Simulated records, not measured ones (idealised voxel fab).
Herein follows the process module entitled voxel self aligned vias.
Cross-sectional view cut (width: 145 nm; square cell size: 5 nm).
Reading order for cross-sections: top band down to bottom band. Underlying form: a grid of square cells. Band size: one or more rows of cells.
This entry defines a band. It first specifies the height of the band's top and the height of its bottom in nm, and then specifies the band's materials from left to right, stating each material with its width in nm. The word "edge to edge" identifies a single material that fills the band from edge to edge, while the word "air" identifies empty space.
All heights in this document are referenced to 0, defined as the level beneath which the wafer, as received, consists entirely of one material. The lowest band is not bounded below; it extends indefinitely downward and is written in the form "z 0 and below".
With a width like "30->40", each row of cells in the band differs from the next by the same amount, the top row carrying the first number and the bottom row the second.
When a step is marked "nothing different", none of the cells in the cross-section changed during that step.
Empty spaces without an open route to the top, at least 8 cells in extent, make up the entry "Voids, fully enclosed"; each is given as width x height at distance, where the distance is measured from the left edge, and all are in nm.
It should be noted that, on the line of a given step, the content following the step's settings is a remark produced by the simulator itself with respect to that step.
Steps that use a mask can have "overlay nm" on their line. It says how far the mask sat to the right of where it was meant to be. Negative means to the left.
### These are the steps we planned for the process
1: RECEIVE,material Si
2: CONFORMAL_DEP,material SiO2,thk nm 15
3: CONFORMAL_DEP,material SiCN,thk nm 5
4: DIRECTIONAL_DEP,material lowk,thk nm 25
5: MASKED_ETCH,tone open,mask id LINES,width nm 25,pitch nm 65,etch materials lowk,depth nm 25,overlay nm 0
6: CONFORMAL_DEP,material TiN,thk nm 5
7: FILL_DEP,material Ru,thk nm 5
8: CMP,height nm 45
9: SELECTIVE_ETCH,etch materials W Ru TiN,depth nm 10
10: FILL_DEP,material SiN,thk nm 5
11: CMP,height nm 45
12: DIRECTIONAL_DEP,material lowk,thk nm 20
13: DIRECTIONAL_DEP,material aC,thk nm 15
14: PATTERN,tone open,mask id VIAS,material resist,width nm 45,thk nm 35,overlay nm 0
15: DIRECTIONAL_ETCH,etch materials aC,depth nm 15
16: STRIP,etch materials resist
17: DIRECTIONAL_ETCH,etch materials lowk,depth nm 20
18: DIRECTIONAL_ETCH,etch materials SiN,depth nm 10
19: STRIP,etch materials aC
20: CONFORMAL_DEP,material TiN,thk nm 5
21: FILL_DEP,material W,thk nm 10
22: CMP,height nm 65
23: CONFORMAL_DEP,material SiN,thk nm 5
### The first of a set of two wafers, run to plan
### Cross-section of the wafer at receipt, which is the condition after step 1
  z 0 and below  Si edge to edge
  Voids, fully enclosed: none
### So this is the wafer cross-section right after step 2
  z 15 to 0  SiO2 edge to edge
  Note: structure below 0 unchanged.
### So this is the wafer cross-section right after step 3
  z 20 to 15  SiCN edge to edge
  Note: structure below 15 unchanged.
### So this is the wafer cross-section right after step 4
  z 45 to 20  lowk edge to edge
  Note: structure below 20 unchanged.
### So this is the wafer cross-section right after step 5
  z 45 to 20  lowk 25  air 25  lowk 40  air 25  lowk 30
  Note: structure below 20 unchanged.
### So this is the wafer cross-section right after step 6
  z 50 to 45  TiN 30  air 15  TiN 50  air 15  TiN 35
  z 45 to 25  lowk 25  TiN 5  air 15  TiN 5  lowk 40  TiN 5  air 15  TiN 5  lowk 30
  z 25 to 20  lowk 25  TiN 25  lowk 40  TiN 25  lowk 30
  Note: structure below 20 unchanged.
### So this is the wafer cross-section right after step 7
  z 55 to 50  Ru edge to edge
  z 50 to 45  TiN 30  Ru 15  TiN 50  Ru 15  TiN 35
  z 45 to 25  lowk 25  TiN 5  Ru 15  TiN 5  lowk 40  TiN 5  Ru 15  TiN 5  lowk 30
  Note: structure below 25 unchanged.
### So this is the wafer cross-section right after step 8
  z 45 to 25  lowk 25  TiN 5  Ru 15  TiN 5  lowk 40  TiN 5  Ru 15  TiN 5  lowk 30
  Note: structure below 25 unchanged.
### So this is the wafer cross-section right after step 9
  z 45 to 35  lowk 25  air 25  lowk 40  air 25  lowk 30
  Note: structure below 35 unchanged.
### So this is the wafer cross-section right after step 10
  z 50 to 45  SiN edge to edge
  z 45 to 35  lowk 25  SiN 25  lowk 40  SiN 25  lowk 30
  Note: structure below 35 unchanged.
### So this is the wafer cross-section right after step 11
  z 45 to 35  lowk 25  SiN 25  lowk 40  SiN 25  lowk 30
  Note: structure below 35 unchanged.
### So this is the wafer cross-section right after step 12
  z 65 to 45  lowk edge to edge
  Note: structure below 45 unchanged.
### So this is the wafer cross-section right after step 13
  z 80 to 65  aC edge to edge
  Note: structure below 65 unchanged.
### So this is the wafer cross-section right after step 14
  z 115 to 80  resist 15  air 45  resist 85
  Note: structure below 80 unchanged.
### So this is the wafer cross-section right after step 15
  z 100 to 80  resist 15  air 45  resist 85
  z 80 to 65  aC 15  air 45  aC 85
  Note: structure below 65 unchanged.
### So this is the wafer cross-section right after step 16
  z 80 to 65  aC 15  air 45  aC 85
  Note: structure below 65 unchanged.
### So this is the wafer cross-section right after step 17
  z 80 to 65  aC 15  air 45  aC 85
  z 65 to 45  lowk 15  air 45  lowk 85
  Note: structure below 45 unchanged.
### So this is the wafer cross-section right after step 18
  z 80 to 65  aC 15  air 45  aC 85
  z 65 to 45  lowk 15  air 45  lowk 85
  z 45 to 35  lowk 25  air 25  lowk 40  SiN 25  lowk 30
  Note: structure below 35 unchanged.
### So this is the wafer cross-section right after step 19
  z 65 to 45  lowk 15  air 45  lowk 85
  Note: structure below 45 unchanged.
### So this is the wafer cross-section right after step 20
  z 70 to 65  TiN 20  air 35  TiN 90
  z 65 to 50  lowk 15  TiN 5  air 35  TiN 5  lowk 85
  z 50 to 45  lowk 15  TiN 15  air 15  TiN 15  lowk 85
  z 45 to 40  lowk 25  TiN 5  air 15  TiN 5  lowk 40  SiN 25  lowk 30
  z 40 to 35  lowk 25  TiN 25  lowk 40  SiN 25  lowk 30
  Note: structure below 35 unchanged.
### So this is the wafer cross-section right after step 21
  z 80 to 70  W edge to edge
  z 70 to 65  TiN 20  W 35  TiN 90
  z 65 to 50  lowk 15  TiN 5  W 35  TiN 5  lowk 85
  z 50 to 45  lowk 15  TiN 15  W 15  TiN 15  lowk 85
  z 45 to 40  lowk 25  TiN 5  W 15  TiN 5  lowk 40  SiN 25  lowk 30
  Note: structure below 40 unchanged.
### So this is the wafer cross-section right after step 22
  z 65 to 50  lowk 15  TiN 5  W 35  TiN 5  lowk 85
  Note: structure below 50 unchanged.
### So this is the wafer cross-section right after step 23
  z 70 to 65  SiN edge to edge
  Note: structure below 65 unchanged.
### It is to be noted that the second wafer proceeded from the same initial state and according to the same plan as the first, although one mistake was committed in its execution; through step 21, inclusive, the two wafers share an identical history
Cross-section: second wafer, time at which step 22 was scheduled to end: nothing different
### Cross-section: second wafer, time at which step 23 was scheduled to end
  z 85 to 80  SiN edge to edge
  Note: structure below 80 unchanged.
Nonconformance to the process plan: the plan's step 22 went unexecuted, having been skipped
End of process, cell counts, second wafer against first, materials with more or fewer: 22 more of TiN; 65 more of W
